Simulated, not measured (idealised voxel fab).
process module | voxel quadruple lines
cross-section cut | 220 nm wide | cells 5 nm
A cross-section is a grid of square cells, given in bands from the top down. A band is one or more rows of cells.
Each band's line starts with the height of the band's top and of its bottom, in nm. Then come its materials from left to right, each with its width in nm. One material with "throughout" fills the band from edge to edge. "air" is empty space.
Height 0 is the level under which the wafer as received is all one material. The lowest band goes on downwards, as in "0 down".
A width such as "30 to 40" changes by the same amount from each row of cells to the next, from the band's top row to its bottom row.
"no change" after a step means that no cell of the cross-section changed.
closed voids: empty space of 8 cells or more with no open way to the top, each as width x height at its distance from the left edge, in nm
after a step's settings: what the simulator itself notes on the step
overlay nm, on a step with a mask: how far to the right of its planned place the mask lay; to the left if negative
plan
1 op RECEIVE | material Si
2 op CONFORMAL_DEP | material SiO2 | thk nm 10
3 op DIRECTIONAL_DEP | material W | thk nm 15
4 op DIRECTIONAL_DEP | material polySi | thk nm 20
5 op DIRECTIONAL_DEP | material aC | thk nm 25
6 op PATTERN | tone cover | mask id MANDREL | material resist | width nm 35 | pitch nm 100 | thk nm 35 | overlay nm 0
7 op DIRECTIONAL_ETCH | etch materials aC | depth nm 25
8 op STRIP | etch materials resist
9 op CONFORMAL_DEP | material SiO2 | thk nm 15
10 op DIRECTIONAL_ETCH | etch materials SiO2 | depth nm 15
11 op STRIP | etch materials aC
12 op DIRECTIONAL_ETCH | etch materials polySi | depth nm 20
13 op STRIP | etch materials SiO2
14 op CONFORMAL_DEP | material SiCN | thk nm 10
15 op DIRECTIONAL_ETCH | etch materials SiCN | depth nm 10
16 op STRIP | etch materials polySi
17 op DIRECTIONAL_ETCH | etch materials W | depth nm 15
18 op STRIP | etch materials SiCN
19 op FILL_DEP | material SiO2 | thk nm 5
20 op CMP | height nm 25
first wafer, as planned
as received, after step 1
  0 down: Si throughout
  closed voids: none
after step 2
  10 to 0: SiO2 throughout
  below 0: unchanged
after step 3
  25 to 10: W throughout
  below 10: unchanged
after step 4
  45 to 25: polySi throughout
  below 25: unchanged
after step 5
  70 to 45: aC throughout
  below 45: unchanged
after step 6
  105 to 70: air 40 | resist 35 | air 65 | resist 35 | air 45
  below 70: unchanged
after step 7
  80 to 70: air 40 | resist 35 | air 65 | resist 35 | air 45
  70 to 45: air 40 | aC 35 | air 65 | aC 35 | air 45
  below 45: unchanged
after step 8
  70 to 45: air 40 | aC 35 | air 65 | aC 35 | air 45
  below 45: unchanged
after step 9
  85 to 70: air 25 | SiO2 65 | air 35 | SiO2 65 | air 30
  70 to 60: air 25 | SiO2 15 | aC 35 | SiO2 15 | air 35 | SiO2 15 | aC 35 | SiO2 15 | air 30
  60 to 45: SiO2 40 | aC 35 | SiO2 65 | aC 35 | SiO2 45
  below 45: unchanged
after step 10
  70 to 45: air 25 | SiO2 15 | aC 35 | SiO2 15 | air 35 | SiO2 15 | aC 35 | SiO2 15 | air 30
  below 45: unchanged
after step 11
  70 to 45: air 25 | SiO2 15 | air 35 | SiO2 15 | air 35 | SiO2 15 | air 35 | SiO2 15 | air 30
  below 45: unchanged
after step 12
  70 to 45: air 25 | SiO2 15 | air 35 | SiO2 15 | air 35 | SiO2 15 | air 35 | SiO2 15 | air 30
  45 to 25: air 25 | polySi 15 | air 35 | polySi 15 | air 35 | polySi 15 | air 35 | polySi 15 | air 30
  below 25: unchanged
after step 13
  45 to 25: air 25 | polySi 15 | air 35 | polySi 15 | air 35 | polySi 15 | air 35 | polySi 15 | air 30
  below 25: unchanged
after step 14
  55 to 45: air 15 | SiCN 35 | air 15 | SiCN 35 | air 15 | SiCN 35 | air 15 | SiCN 35 | air 20
  45 to 35: air 15 | SiCN 10 | polySi 15 | SiCN 10 | air 15 | SiCN 10 | polySi 15 | SiCN 10 | air 15 | SiCN 10 | polySi 15 | SiCN 10 | air 15 | SiCN 10 | polySi 15 | SiCN 10 | air 20
  35 to 25: SiCN 25 | polySi 15 | SiCN 35 | polySi 15 | SiCN 35 | polySi 15 | SiCN 35 | polySi 15 | SiCN 30
  below 25: unchanged
after step 15
  45 to 25: air 15 | SiCN 10 | polySi 15 | SiCN 10 | air 15 | SiCN 10 | polySi 15 | SiCN 10 | air 15 | SiCN 10 | polySi 15 | SiCN 10 | air 15 | SiCN 10 | polySi 15 | SiCN 10 | air 20
  below 25: unchanged
after step 16
  45 to 25: air 15 | SiCN 10 | air 15 | SiCN 10 | air 15 | SiCN 10 | air 15 | SiCN 10 | air 15 | SiCN 10 | air 15 | SiCN 10 | air 15 | SiCN 10 | air 15 | SiCN 10 | air 20
  below 25: unchanged
after step 17
  45 to 25: air 15 | SiCN 10 | air 15 | SiCN 10 | air 15 | SiCN 10 | air 15 | SiCN 10 | air 15 | SiCN 10 | air 15 | SiCN 10 | air 15 | SiCN 10 | air 15 | SiCN 10 | air 20
  25 to 10: air 15 | W 10 | air 15 | W 10 | air 15 | W 10 | air 15 | W 10 | air 15 | W 10 | air 15 | W 10 | air 15 | W 10 | air 15 | W 10 | air 20
  below 10: unchanged
after step 18
  25 to 10: air 15 | W 10 | air 15 | W 10 | air 15 | W 10 | air 15 | W 10 | air 15 | W 10 | air 15 | W 10 | air 15 | W 10 | air 15 | W 10 | air 20
  below 10: unchanged
after step 19
  30 to 25: SiO2 throughout
  25 to 10: SiO2 15 | W 10 | SiO2 15 | W 10 | SiO2 15 | W 10 | SiO2 15 | W 10 | SiO2 15 | W 10 | SiO2 15 | W 10 | SiO2 15 | W 10 | SiO2 15 | W 10 | SiO2 20
  below 10: unchanged
after step 20
  25 to 10: SiO2 15 | W 10 | SiO2 15 | W 10 | SiO2 15 | W 10 | SiO2 15 | W 10 | SiO2 15 | W 10 | SiO2 15 | W 10 | SiO2 15 | W 10 | SiO2 15 | W 10 | SiO2 20
  below 10: unchanged
second wafer: like start, like plan, one mistake. Through step 5 it matches the first wafer
when step 6 should have ended
  105 to 70: air 35 | resist 45 | air 55 | resist 45 | air 40
  below 70: unchanged
when step 7 should have ended
  80 to 70: air 35 | resist 45 | air 55 | resist 45 | air 40
  70 to 45: air 35 | aC 45 | air 55 | aC 45 | air 40
  below 45: unchanged
when step 8 should have ended
  70 to 45: air 35 | aC 45 | air 55 | aC 45 | air 40
  below 45: unchanged
when step 9 should have ended
  85 to 70: air 20 | SiO2 75 | air 25 | SiO2 75 | air 25
  70 to 60: air 20 | SiO2 15 | aC 45 | SiO2 15 | air 25 | SiO2 15 | aC 45 | SiO2 15 | air 25
  60 to 45: SiO2 35 | aC 45 | SiO2 55 | aC 45 | SiO2 40
  below 45: unchanged
when step 10 should have ended
  70 to 45: air 20 | SiO2 15 | aC 45 | SiO2 15 | air 25 | SiO2 15 | aC 45 | SiO2 15 | air 25
  below 45: unchanged
when step 11 should have ended
  70 to 45: air 20 | SiO2 15 | air 45 | SiO2 15 | air 25 | SiO2 15 | air 45 | SiO2 15 | air 25
  below 45: unchanged
when step 12 should have ended
  70 to 45: air 20 | SiO2 15 | air 45 | SiO2 15 | air 25 | SiO2 15 | air 45 | SiO2 15 | air 25
  45 to 25: air 20 | polySi 15 | air 45 | polySi 15 | air 25 | polySi 15 | air 45 | polySi 15 | air 25
  below 25: unchanged
when step 13 should have ended
  45 to 25: air 20 | polySi 15 | air 45 | polySi 15 | air 25 | polySi 15 | air 45 | polySi 15 | air 25
  below 25: unchanged
when step 14 should have ended
  55 to 45: air 10 | SiCN 35 | air 25 | SiCN 35 | air 5 | SiCN 35 | air 25 | SiCN 35 | air 15
  45 to 35: air 10 | SiCN 10 | polySi 15 | SiCN 10 | air 25 | SiCN 10 | polySi 15 | SiCN 10 | air 5 | SiCN 10 | polySi 15 | SiCN 10 | air 25 | SiCN 10 | polySi 15 | SiCN 10 | air 15
  35 to 25: SiCN 20 | polySi 15 | SiCN 45 | polySi 15 | SiCN 25 | polySi 15 | SiCN 45 | polySi 15 | SiCN 25
  below 25: unchanged
when step 15 should have ended
  45 to 25: air 10 | SiCN 10 | polySi 15 | SiCN 10 | air 25 | SiCN 10 | polySi 15 | SiCN 10 | air 5 | SiCN 10 | polySi 15 | SiCN 10 | air 25 | SiCN 10 | polySi 15 | SiCN 10 | air 15
  below 25: unchanged
when step 16 should have ended
  45 to 25: air 10 | SiCN 10 | air 15 | SiCN 10 | air 25 | SiCN 10 | air 15 | SiCN 10 | air 5 | SiCN 10 | air 15 | SiCN 10 | air 25 | SiCN 10 | air 15 | SiCN 10 | air 15
  below 25: unchanged
when step 17 should have ended
  45 to 25: air 10 | SiCN 10 | air 15 | SiCN 10 | air 25 | SiCN 10 | air 15 | SiCN 10 | air 5 | SiCN 10 | air 15 | SiCN 10 | air 25 | SiCN 10 | air 15 | SiCN 10 | air 15
  25 to 10: air 10 | W 10 | air 15 | W 10 | air 25 | W 10 | air 15 | W 10 | air 5 | W 10 | air 15 | W 10 | air 25 | W 10 | air 15 | W 10 | air 15
  below 10: unchanged
when step 18 should have ended
  25 to 10: air 10 | W 10 | air 15 | W 10 | air 25 | W 10 | air 15 | W 10 | air 5 | W 10 | air 15 | W 10 | air 25 | W 10 | air 15 | W 10 | air 15
  below 10: unchanged
when step 19 should have ended
  30 to 25: SiO2 throughout
  25 to 10: SiO2 10 | W 10 | SiO2 15 | W 10 | SiO2 25 | W 10 | SiO2 15 | W 10 | SiO2 5 | W 10 | SiO2 15 | W 10 | SiO2 25 | W 10 | SiO2 15 | W 10 | SiO2 15
  below 10: unchanged
when step 20 should have ended
  25 to 10: SiO2 10 | W 10 | SiO2 15 | W 10 | SiO2 25 | W 10 | SiO2 15 | W 10 | SiO2 5 | W 10 | SiO2 15 | W 10 | SiO2 25 | W 10 | SiO2 15 | W 10 | SiO2 15
  below 10: unchanged
what went wrong: step 6 ran as: op PATTERN | tone cover | mask id MANDREL | material resist | width nm 45 | pitch nm 100 | thk nm 35 | overlay nm 0
at the end the second wafer has, in cells: as many of each material as the first, in other places
